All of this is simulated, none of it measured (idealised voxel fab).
Presented below is a process module, voxel wiring stack.
For reference, the cross-section in this document is cut, with width 250 nm and square cells of 5 nm.
In what follows, cross-sections appear as grids of square cells, described through bands that run from the top down, where every band is one or more rows of cells. The entry gives the band's vertical extent as a top height and a bottom height in nm, then its horizontal make-up as materials from left to right, each with a width in nm. "blank" stands for empty space; a single material marked "all across" fills the band edge to edge. Height reference: 0 = level under which incoming wafer is all one material. Lowest band: no bottom, runs on downward, e.g. "top 0, no bottom". Width spec "30 to 40" -> top row of cells at first value, bottom row at second value, equal per-row change in between. Where the words "all unchanged" appear for a step, the cross-section shows no cell changed by that step; every cell remained as before. "closed voids" specifies each empty space that is not open to the top and that occupies no fewer than 8 cells, using the form width x height at distance, the distance measured from the left edge and all three quantities in nm. Text after the settings on a step's line: the simulator's own remark on that step. If you see "overlay nm" on a step's line and that step has a mask, it's telling you how far right of where it was planned the mask ended up; a negative number means it went left instead.

BELOW IS THE LIST OF PLANNED PROCESS STEPS
1) RECEIVE: material Si
2) CONFORMAL_DEP: material SiO2, thk nm 10
3) CONFORMAL_DEP: material SiCN, thk nm 5
4) DIRECTIONAL_DEP: material lowk, thk nm 15
5) DIRECTIONAL_DEP: material aC, thk nm 15
6) PATTERN: tone open, mask id METAL_1, material resist, width nm 15, pitch nm 40, thk nm 35, overlay nm 0
7) DIRECTIONAL_ETCH: etch materials aC, depth nm 15
8) STRIP: etch materials resist
9) DIRECTIONAL_ETCH: etch materials lowk, depth nm 15
10) DIRECTIONAL_ETCH: etch materials SiCN, depth nm 5
11) STRIP: etch materials aC
12) CONFORMAL_DEP: material TiN, thk nm 5
13) FILL_DEP: material W, thk nm 5
14) CMP: height nm 30
15) CONFORMAL_DEP: material SiCN, thk nm 5
16) DIRECTIONAL_DEP: material SiO2, thk nm 10
17) DIRECTIONAL_DEP: material aC, thk nm 10
18) PATTERN: tone open, mask id PLUG_1, material resist, width nm 15, pitch nm 40, thk nm 30, overlay nm 0
19) DIRECTIONAL_ETCH: etch materials aC, depth nm 10
20) STRIP: etch materials resist
21) DIRECTIONAL_ETCH: etch materials SiO2, depth nm 10
22) DIRECTIONAL_ETCH: etch materials SiCN, depth nm 5
23) STRIP: etch materials aC
24) CONFORMAL_DEP: material TiN, thk nm 5
25) FILL_DEP: material Cu, thk nm 10
26) CMP: height nm 45
27) CONFORMAL_DEP: material SiCN, thk nm 5
28) DIRECTIONAL_DEP: material SiO2, thk nm 15
29) DIRECTIONAL_DEP: material aC, thk nm 15
30) PATTERN: tone open, mask id METAL_2, material resist, width nm 20, pitch nm 40, thk nm 35, overlay nm 0
31) DIRECTIONAL_ETCH: etch materials aC, depth nm 15
32) STRIP: etch materials resist
33) DIRECTIONAL_ETCH: etch materials SiO2, depth nm 15
34) DIRECTIONAL_ETCH: etch materials SiCN, depth nm 5
35) STRIP: etch materials aC
36) CONFORMAL_DEP: material TiN, thk nm 5
37) FILL_DEP: material Ru, thk nm 5
38) CMP: height nm 65
39) CONFORMAL_DEP: material SiCN, thk nm 5
40) DIRECTIONAL_DEP: material lowk, thk nm 35
41) DIRECTIONAL_DEP: material aC, thk nm 10
42) PATTERN: tone open, mask id METAL_3_HOLES, material resist, width nm 15, pitch nm 40, thk nm 25, overlay nm 0
43) DIRECTIONAL_ETCH: etch materials aC, depth nm 10
44) STRIP: etch materials resist
45) DIRECTIONAL_ETCH: etch materials lowk, depth nm 35
46) STRIP: etch materials aC
47) PATTERN: tone open, mask id METAL_3, material resist, width nm 20, pitch nm 40, thk nm 20, overlay nm 0
48) DIRECTIONAL_ETCH: etch materials lowk, depth nm 20
49) DIRECTIONAL_ETCH: etch materials SiCN, depth nm 5
50) STRIP: etch materials resist
51) CONFORMAL_DEP: material TiN, thk nm 5
52) FILL_DEP: material Cu, thk nm 5
53) CMP: height nm 105
54) CONFORMAL_DEP: material SiN, thk nm 5
For clarity, it should be stated that the wafers under discussion commence in an identical condition and differ with respect to the width nm of step 6, the plan indicating the value that the first wafer had.

THE AS-RECEIVED CROSS-SECTION OF THE FIRST OF SEVERAL WAFERS CORRESPONDS TO THE STATE AFTER STEP 1
	top 0, no bottom  Si all across
	closed voids: none

FIRST OF SEVERAL WAFERS IN CROSS-SECTION AT MODULE END, FOLLOWING THE FINAL STEP, STEP 54
	top 110, bottom 105  SiN all across
	top 105, bottom 90  75 nm lowk  5 nm TiN  10 nm Cu  5 nm TiN  20 nm lowk  5 nm TiN  10 nm Cu  5 nm TiN  20 nm lowk  5 nm TiN  10 nm Cu  5 nm TiN  75 nm lowk
	top 90, bottom 85  75 nm lowk  5 nm TiN  5 nm Cu  10 nm TiN  20 nm lowk  5 nm TiN  5 nm Cu  10 nm TiN  20 nm lowk  5 nm TiN  5 nm Cu  10 nm TiN  75 nm lowk
	top 85, bottom 70  75 nm lowk  5 nm TiN  5 nm Cu  5 nm TiN  25 nm lowk  5 nm TiN  5 nm Cu  5 nm TiN  25 nm lowk  5 nm TiN  5 nm Cu  5 nm TiN  80 nm lowk
	top 70, bottom 65  75 nm SiCN  15 nm TiN  25 nm SiCN  15 nm TiN  25 nm SiCN  15 nm TiN  80 nm SiCN
	top 65, bottom 50  75 nm SiO2  5 nm TiN  10 nm Ru  5 nm TiN  20 nm SiO2  5 nm TiN  10 nm Ru  5 nm TiN  20 nm SiO2  5 nm TiN  10 nm Ru  5 nm TiN  75 nm SiO2
	top 50, bottom 45  75 nm SiCN  20 nm TiN  20 nm SiCN  20 nm TiN  20 nm SiCN  20 nm TiN  75 nm SiCN
	top 45, bottom 35  75 nm SiO2  5 nm TiN  5 nm Cu  5 nm TiN  25 nm SiO2  5 nm TiN  5 nm Cu  5 nm TiN  25 nm SiO2  5 nm TiN  5 nm Cu  5 nm TiN  80 nm SiO2
	top 35, bottom 30  75 nm SiCN  15 nm TiN  25 nm SiCN  15 nm TiN  25 nm SiCN  15 nm TiN  80 nm SiCN
	top 30, bottom 15  80 nm lowk  5 nm TiN  5 nm W  5 nm TiN  25 nm lowk  5 nm TiN  5 nm W  5 nm TiN  25 nm lowk  5 nm TiN  5 nm W  5 nm TiN  75 nm lowk
	top 15, bottom 10  80 nm SiCN  15 nm TiN  25 nm SiCN  15 nm TiN  25 nm SiCN  15 nm TiN  75 nm SiCN
	top 10, bottom 0  SiO2 all across
	top 0, no bottom  Si all across
	closed voids: none

CROSS-SECTIONAL DEPICTION OF THE LAST OF SEVERAL WAFERS UPON COMPLETION OF THE MODULE
	top 110, bottom 105  SiN all across
	top 105, bottom 90  75 nm lowk  5 nm TiN  10 nm Cu  5 nm TiN  20 nm lowk  5 nm TiN  10 nm Cu  5 nm TiN  20 nm lowk  5 nm TiN  10 nm Cu  5 nm TiN  75 nm lowk
	top 90, bottom 85  75 nm lowk  5 nm TiN  5 nm Cu  10 nm TiN  20 nm lowk  5 nm TiN  5 nm Cu  10 nm TiN  20 nm lowk  5 nm TiN  5 nm Cu  10 nm TiN  75 nm lowk
	top 85, bottom 70  75 nm lowk  5 nm TiN  5 nm Cu  5 nm TiN  25 nm lowk  5 nm TiN  5 nm Cu  5 nm TiN  25 nm lowk  5 nm TiN  5 nm Cu  5 nm TiN  80 nm lowk
	top 70, bottom 65  75 nm SiCN  15 nm TiN  25 nm SiCN  15 nm TiN  25 nm SiCN  15 nm TiN  80 nm SiCN
	top 65, bottom 50  75 nm SiO2  5 nm TiN  10 nm Ru  5 nm TiN  20 nm SiO2  5 nm TiN  10 nm Ru  5 nm TiN  20 nm SiO2  5 nm TiN  10 nm Ru  5 nm TiN  75 nm SiO2
	top 50, bottom 45  75 nm SiCN  20 nm TiN  20 nm SiCN  20 nm TiN  20 nm SiCN  20 nm TiN  75 nm SiCN
	top 45, bottom 35  75 nm SiO2  5 nm TiN  5 nm Cu  5 nm TiN  25 nm SiO2  5 nm TiN  5 nm Cu  5 nm TiN  25 nm SiO2  5 nm TiN  5 nm Cu  5 nm TiN  80 nm SiO2
	top 35, bottom 30  75 nm SiCN  15 nm TiN  25 nm SiCN  15 nm TiN  25 nm SiCN  15 nm TiN  80 nm SiCN
	top 30, bottom 15  75 nm lowk  5 nm TiN  15 nm W  5 nm TiN  15 nm lowk  5 nm TiN  15 nm W  5 nm TiN  15 nm lowk  5 nm TiN  15 nm W  5 nm TiN  70 nm lowk
	top 15, bottom 10  75 nm SiCN  25 nm TiN  15 nm SiCN  25 nm TiN  15 nm SiCN  25 nm TiN  70 nm SiCN
	top 10, bottom 0  SiO2 all across
	top 0, no bottom  Si all across
	closed voids: none

ROW PER WAFER, END-OF-MODULE: CELL GAIN (+)/LOSS (-) BY MATERIAL SINCE THE WAFER CAME IN, THEN CLOSED VOIDS
width nm 15; +36 Cu; +18 Ru; +161 SiCN; +50 SiN; +296 SiO2; +132 TiN; +9 W; +398 lowk; closed voids: none
width nm 20; +36 Cu; +18 Ru; +158 SiCN; +50 SiN; +296 SiO2; +135 TiN; +18 W; +389 lowk; closed voids: none
width nm 25; +36 Cu; +18 Ru; +155 SiCN; +50 SiN; +296 SiO2; +138 TiN; +27 W; +380 lowk; closed voids: none
